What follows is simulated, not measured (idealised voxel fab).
process module | voxel quadruple lines
cross-section cut | 250 nm wide | cells 5 nm
A cross-section is a grid of square cells, given in bands from the top down. A band is one or more rows of cells.
Each band's line starts with the height of the band's top and of its bottom, in nm. Then come its materials from left to right, each with its width in nm. One material with "throughout" fills the band from edge to edge. "air" is empty space.
Height 0 is the level under which the wafer as received is all one material. The lowest band goes on downwards, as in "0 down".
A width such as "30 to 40" changes by the same amount from each row of cells to the next, from the band's top row to its bottom row.
"no change" after a step means that no cell of the cross-section changed.
closed voids: empty space of 8 cells or more with no open way to the top, each as width x height at its distance from the left edge, in nm
after a step's settings: what the simulator itself notes on the step
overlay nm, on a step with a mask: how far to the right of its planned place the mask lay; to the left if negative
plan
1 op RECEIVE | material Si
2 op CONFORMAL_DEP | material SiO2 | thk nm 5
3 op DIRECTIONAL_DEP | material W | thk nm 10
4 op DIRECTIONAL_DEP | material polySi | thk nm 20
5 op DIRECTIONAL_DEP | material aC | thk nm 25
6 op PATTERN | tone cover | mask id MANDREL | material resist | width nm 30 | pitch nm 80 | thk nm 30 | overlay nm 0
7 op DIRECTIONAL_ETCH | etch materials aC | depth nm 25
8 op STRIP | etch materials resist
9 op CONFORMAL_DEP | material SiO2 | thk nm 10
10 op DIRECTIONAL_ETCH | etch materials SiO2 | depth nm 10
11 op STRIP | etch materials aC
12 op DIRECTIONAL_ETCH | etch materials polySi | depth nm 20
13 op STRIP | etch materials SiO2
14 op CONFORMAL_DEP | material SiCN | thk nm 10
15 op DIRECTIONAL_ETCH | etch materials SiCN | depth nm 10
16 op STRIP | etch materials polySi
17 op DIRECTIONAL_ETCH | etch materials W | depth nm 10
18 op STRIP | etch materials SiCN
19 op FILL_DEP | material lowk | thk nm 5
20 op CMP | height nm 15
first wafer, as planned
as received, after step 1
  0 down: Si throughout
  closed voids: none
after step 2
  5 to 0: SiO2 throughout
  below 0: unchanged
after step 3
  15 to 5: W throughout
  below 5: unchanged
after step 4
  35 to 15: polySi throughout
  below 15: unchanged
after step 5
  60 to 35: aC throughout
  below 35: unchanged
after step 6
  90 to 60: air 70 | resist 30 | air 50 | resist 30 | air 70
  below 60: unchanged
after step 7
  65 to 60: air 70 | resist 30 | air 50 | resist 30 | air 70
  60 to 35: air 70 | aC 30 | air 50 | aC 30 | air 70
  below 35: unchanged
after step 8
  60 to 35: air 70 | aC 30 | air 50 | aC 30 | air 70
  below 35: unchanged
after step 9
  70 to 60: air 60 | SiO2 50 | air 30 | SiO2 50 | air 60
  60 to 45: air 60 | SiO2 10 | aC 30 | SiO2 10 | air 30 | SiO2 10 | aC 30 | SiO2 10 | air 60
  45 to 35: SiO2 70 | aC 30 | SiO2 50 | aC 30 | SiO2 70
  below 35: unchanged
after step 10
  60 to 35: air 60 | SiO2 10 | aC 30 | SiO2 10 | air 30 | SiO2 10 | aC 30 | SiO2 10 | air 60
  below 35: unchanged
after step 11
  60 to 35: air 60 | SiO2 10 | air 30 | SiO2 10 | air 30 | SiO2 10 | air 30 | SiO2 10 | air 60
  below 35: unchanged
after step 12
  60 to 35: air 60 | SiO2 10 | air 30 | SiO2 10 | air 30 | SiO2 10 | air 30 | SiO2 10 | air 60
  35 to 15: air 60 | polySi 10 | air 30 | polySi 10 | air 30 | polySi 10 | air 30 | polySi 10 | air 60
  below 15: unchanged
after step 13
  35 to 15: air 60 | polySi 10 | air 30 | polySi 10 | air 30 | polySi 10 | air 30 | polySi 10 | air 60
  below 15: unchanged
after step 14
  45 to 35: air 50 | SiCN 30 | air 10 | SiCN 30 | air 10 | SiCN 30 | air 10 | SiCN 30 | air 50
  35 to 25: air 50 | SiCN 10 | polySi 10 | SiCN 10 | air 10 | SiCN 10 | polySi 10 | SiCN 10 | air 10 | SiCN 10 | polySi 10 | SiCN 10 | air 10 | SiCN 10 | polySi 10 | SiCN 10 | air 50
  25 to 15: SiCN 60 | polySi 10 | SiCN 30 | polySi 10 | SiCN 30 | polySi 10 | SiCN 30 | polySi 10 | SiCN 60
  below 15: unchanged
after step 15
  35 to 15: air 50 | SiCN 10 | polySi 10 | SiCN 10 | air 10 | SiCN 10 | polySi 10 | SiCN 10 | air 10 | SiCN 10 | polySi 10 | SiCN 10 | air 10 | SiCN 10 | polySi 10 | SiCN 10 | air 50
  below 15: unchanged
after step 16
  35 to 15: air 50 | SiCN 10 | air 10 | SiCN 10 | air 10 | SiCN 10 | air 10 | SiCN 10 | air 10 | SiCN 10 | air 10 | SiCN 10 | air 10 | SiCN 10 | air 10 | SiCN 10 | air 50
  below 15: unchanged
after step 17
  35 to 15: air 50 | SiCN 10 | air 10 | SiCN 10 | air 10 | SiCN 10 | air 10 | SiCN 10 | air 10 | SiCN 10 | air 10 | SiCN 10 | air 10 | SiCN 10 | air 10 | SiCN 10 | air 50
  15 to 5: air 50 | W 10 | air 10 | W 10 | air 10 | W 10 | air 10 | W 10 | air 10 | W 10 | air 10 | W 10 | air 10 | W 10 | air 10 | W 10 | air 50
  below 5: unchanged
after step 18
  15 to 5: air 50 | W 10 | air 10 | W 10 | air 10 | W 10 | air 10 | W 10 | air 10 | W 10 | air 10 | W 10 | air 10 | W 10 | air 10 | W 10 | air 50
  below 5: unchanged
after step 19
  20 to 15: lowk throughout
  15 to 5: lowk 50 | W 10 | lowk 10 | W 10 | lowk 10 | W 10 | lowk 10 | W 10 | lowk 10 | W 10 | lowk 10 | W 10 | lowk 10 | W 10 | lowk 10 | W 10 | lowk 50
  below 5: unchanged
after step 20
  15 to 5: lowk 50 | W 10 | lowk 10 | W 10 | lowk 10 | W 10 | lowk 10 | W 10 | lowk 10 | W 10 | lowk 10 | W 10 | lowk 10 | W 10 | lowk 10 | W 10 | lowk 50
  below 5: unchanged
second wafer: like start, like plan, one mistake. Through step 5 it matches the first wafer
when step 6 should have ended
  90 to 60: air 80 | resist 30 | air 50 | resist 30 | air 60
  below 60: unchanged
when step 7 should have ended
  65 to 60: air 80 | resist 30 | air 50 | resist 30 | air 60
  60 to 35: air 80 | aC 30 | air 50 | aC 30 | air 60
  below 35: unchanged
when step 8 should have ended
  60 to 35: air 80 | aC 30 | air 50 | aC 30 | air 60
  below 35: unchanged
when step 9 should have ended
  70 to 60: air 70 | SiO2 50 | air 30 | SiO2 50 | air 50
  60 to 45: air 70 | SiO2 10 | aC 30 | SiO2 10 | air 30 | SiO2 10 | aC 30 | SiO2 10 | air 50
  45 to 35: SiO2 80 | aC 30 | SiO2 50 | aC 30 | SiO2 60
  below 35: unchanged
when step 10 should have ended
  60 to 35: air 70 | SiO2 10 | aC 30 | SiO2 10 | air 30 | SiO2 10 | aC 30 | SiO2 10 | air 50
  below 35: unchanged
when step 11 should have ended
  60 to 35: air 70 | SiO2 10 | air 30 | SiO2 10 | air 30 | SiO2 10 | air 30 | SiO2 10 | air 50
  below 35: unchanged
when step 12 should have ended
  60 to 35: air 70 | SiO2 10 | air 30 | SiO2 10 | air 30 | SiO2 10 | air 30 | SiO2 10 | air 50
  35 to 15: air 70 | polySi 10 | air 30 | polySi 10 | air 30 | polySi 10 | air 30 | polySi 10 | air 50
  below 15: unchanged
when step 13 should have ended
  35 to 15: air 70 | polySi 10 | air 30 | polySi 10 | air 30 | polySi 10 | air 30 | polySi 10 | air 50
  below 15: unchanged
when step 14 should have ended
  45 to 35: air 60 | SiCN 30 | air 10 | SiCN 30 | air 10 | SiCN 30 | air 10 | SiCN 30 | air 40
  35 to 25: air 60 | SiCN 10 | polySi 10 | SiCN 10 | air 10 | SiCN 10 | polySi 10 | SiCN 10 | air 10 | SiCN 10 | polySi 10 | SiCN 10 | air 10 | SiCN 10 | polySi 10 | SiCN 10 | air 40
  25 to 15: SiCN 70 | polySi 10 | SiCN 30 | polySi 10 | SiCN 30 | polySi 10 | SiCN 30 | polySi 10 | SiCN 50
  below 15: unchanged
when step 15 should have ended
  35 to 15: air 60 | SiCN 10 | polySi 10 | SiCN 10 | air 10 | SiCN 10 | polySi 10 | SiCN 10 | air 10 | SiCN 10 | polySi 10 | SiCN 10 | air 10 | SiCN 10 | polySi 10 | SiCN 10 | air 40
  below 15: unchanged
when step 16 should have ended
  35 to 15: air 60 | SiCN 10 | air 10 | SiCN 10 | air 10 | SiCN 10 | air 10 | SiCN 10 | air 10 | SiCN 10 | air 10 | SiCN 10 | air 10 | SiCN 10 | air 10 | SiCN 10 | air 40
  below 15: unchanged
when step 17 should have ended
  35 to 15: air 60 | SiCN 10 | air 10 | SiCN 10 | air 10 | SiCN 10 | air 10 | SiCN 10 | air 10 | SiCN 10 | air 10 | SiCN 10 | air 10 | SiCN 10 | air 10 | SiCN 10 | air 40
  15 to 5: air 60 | W 10 | air 10 | W 10 | air 10 | W 10 | air 10 | W 10 | air 10 | W 10 | air 10 | W 10 | air 10 | W 10 | air 10 | W 10 | air 40
  below 5: unchanged
when step 18 should have ended
  15 to 5: air 60 | W 10 | air 10 | W 10 | air 10 | W 10 | air 10 | W 10 | air 10 | W 10 | air 10 | W 10 | air 10 | W 10 | air 10 | W 10 | air 40
  below 5: unchanged
when step 19 should have ended
  20 to 15: lowk throughout
  15 to 5: lowk 60 | W 10 | lowk 10 | W 10 | lowk 10 | W 10 | lowk 10 | W 10 | lowk 10 | W 10 | lowk 10 | W 10 | lowk 10 | W 10 | lowk 10 | W 10 | lowk 40
  below 5: unchanged
when step 20 should have ended
  15 to 5: lowk 60 | W 10 | lowk 10 | W 10 | lowk 10 | W 10 | lowk 10 | W 10 | lowk 10 | W 10 | lowk 10 | W 10 | lowk 10 | W 10 | lowk 10 | W 10 | lowk 40
  below 5: unchanged
what went wrong: step 6 ran as: op PATTERN | tone cover | mask id MANDREL | material resist | width nm 30 | pitch nm 80 | thk nm 30 | overlay nm 10
at the end the second wafer has, in cells: as many of each material as the first, in other places
